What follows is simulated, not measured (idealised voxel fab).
process module | voxel released beams
cross-section cut | 185 nm wide | cells 5 nm
A cross-section is a grid of square cells, given in bands from the top down. A band is one or more rows of cells.
Each band's line starts with the height of the band's top and of its bottom, in nm. Then come its materials from left to right, each with its width in nm. One material with "throughout" fills the band from edge to edge. "air" is empty space.
Height 0 is the level under which the wafer as received is all one material. The lowest band goes on downwards, as in "0 down".
A width such as "30 to 40" changes by the same amount from each row of cells to the next, from the band's top row to its bottom row.
"no change" after a step means that no cell of the cross-section changed.
closed voids: empty space of 8 cells or more with no open way to the top, each as width x height at its distance from the left edge, in nm
after a step's settings: what the simulator itself notes on the step
overlay nm, on a step with a mask: how far to the right of its planned place the mask lay; to the left if negative
plan
1 op RECEIVE | material Si
2 op CONFORMAL_DEP | material SiN | thk nm 10
3 op DIRECTIONAL_DEP | material SiO2 | thk nm 10
4 op PATTERN | tone open | mask id ANCHOR | material resist | width nm 25 | thk nm 15 | overlay nm 0
5 op DIRECTIONAL_ETCH | etch materials SiO2 | depth nm 10
6 op STRIP | etch materials resist
7 op CONFORMAL_DEP | material TiN | thk nm 10
8 op MASKED_ETCH | tone cover | mask id BEAM | width nm 95 | etch materials TiN | depth nm 10 | overlay nm 0
9 op STRIP | etch materials SiO2
as received, after step 1
  0 down: Si throughout
  closed voids: none
a wafer at the end: this start, this plan, one mistake
  20 to 10: air 40 | TiN 15 | air 5 | TiN 75 | air 50
  10 to 0: air 45 | TiN 25 | air 115
  0 down: Si throughout
  closed voids: none
what went wrong: step 2 was left out
